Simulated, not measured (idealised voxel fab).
Herein follows the process module entitled voxel gate over fins.
Cross-section cut spans 245 nm and uses square cells 5 nm in size.
Cross-section layout: square cells on a grid; listed as bands, top to bottom; a band spans one or more cell rows. In this notation a band is specified by the heights of its top and bottom, in that order and in nm, after which its materials appear from left to right, each paired with its width in nm. The word "all across" attached to a single material means that material fills the band from edge to edge; the word "empty" stands for empty space. Basically, 0 is our baseline, since under it the wafer straight out of the box is all one material. The bottom band has no lower end and keeps on going down, so it looks like "0 down". The width entry "30 to 40" should be interpreted row by row: the top row of cells in the band takes the first number, the bottom row takes the second number, and the change between adjacent rows is uniform throughout. The designation "nothing got changed", where it is given for a processing step, indicates that no cell of the cross-section was altered in the course of that step. Empty spaces counting at least 8 cells and having no open way to the top are listed in "Enclosed void inventory". The notation width x height at distance is used for each, the distance being from the left edge and all three values in nm. Heads up: the bit after the settings on a step's line is the simulator's remark on that step. overlay nm, on a step with a mask: how far to the right of its planned place the mask lay; to the left if negative.

The process steps that were planned are listed below:
1) RECEIVE (material Si)
2) CONFORMAL_DEP (material SiN; thk nm 5)
3) PATTERN (tone cover; mask id FINS; material resist; width nm 15; pitch nm 35; thk nm 15; overlay nm 0)
4) DIRECTIONAL_ETCH (etch materials SiN; depth nm 5)
5) DIRECTIONAL_ETCH (etch materials Si; depth nm 40)
6) STRIP (etch materials resist)
7) FILL_DEP (material SiO2; thk nm 10)
8) CMP (height nm 5)
9) SELECTIVE_ETCH (etch materials SiO2; depth nm 15)
10) STRIP (etch materials SiN)
11) CONFORMAL_DEP (material HfO2; thk nm 5)
12) CONFORMAL_DEP (material TiN; thk nm 5)
13) FILL_DEP (material W; thk nm 15)
14) CMP (height nm 20)
15) CONFORMAL_DEP (material SiCN; thk nm 5)

This is the cross-section of the wafer as we received it, i.e. after step 1:
0 down = Si all across
Enclosed void inventory: none

Cross-sectional view of the first of the two wafers upon completion of the module, processed in accordance with the plan:
25 to 20 = SiCN all across
20 to 10 = W all across
10 to 5 = W 50, then TiN 140, then W 55
5 to 0 = W 50, then TiN 5, then HfO2 25, then TiN 10, then HfO2 25, then TiN 10, then HfO2 25, then TiN 10, then HfO2 25, then TiN 5, then W 55
0 to -5 = TiN 55, then HfO2 5, then Si 15, then HfO2 5, then TiN 10, then HfO2 5, then Si 15, then HfO2 5, then TiN 10, then HfO2 5, then Si 15, then HfO2 5, then TiN 10, then HfO2 5, then Si 15, then HfO2 5, then TiN 60
-5 to -10 = HfO2 60, then Si 15, then HfO2 20, then Si 15, then HfO2 20, then Si 15, then HfO2 20, then Si 15, then HfO2 65
-10 to -40 = SiO2 60, then Si 15, then SiO2 20, then Si 15, then SiO2 20, then Si 15, then SiO2 20, then Si 15, then SiO2 65
-40 down = Si all across
Enclosed void inventory: none

Wafer two (of two), end-of-module cross-section: start = wafer one, plan = wafer one, one run mistake:
25 to 20 = SiCN all across
20 to 10 = W all across
10 to 5 = W 45, then TiN 140, then W 60
5 to 0 = W 45, then TiN 5, then HfO2 25, then TiN 10, then HfO2 25, then TiN 10, then HfO2 25, then TiN 10, then HfO2 25, then TiN 5, then W 60
0 to -5 = TiN 50, then HfO2 5, then Si 15, then HfO2 5, then TiN 10, then HfO2 5, then Si 15, then HfO2 5, then TiN 10, then HfO2 5, then Si 15, then HfO2 5, then TiN 10, then HfO2 5, then Si 15, then HfO2 5, then TiN 65
-5 to -10 = HfO2 55, then Si 15, then HfO2 20, then Si 15, then HfO2 20, then Si 15, then HfO2 20, then Si 15, then HfO2 70
-10 to -40 = SiO2 55, then Si 15, then SiO2 20, then Si 15, then SiO2 20, then Si 15, then SiO2 20, then Si 15, then SiO2 70
-40 down = Si all across
Enclosed void inventory: none
What went wrong in running the wafer? so step 3 ended up running with a different setting than we planned, it ran as PATTERN (tone cover; mask id FINS; material resist; width nm 15; pitch nm 35; thk nm 15; overlay nm -5)
Comparing end states, the material composition by cell count is preserved from the first wafer to the second, while the locations of the cells are not.
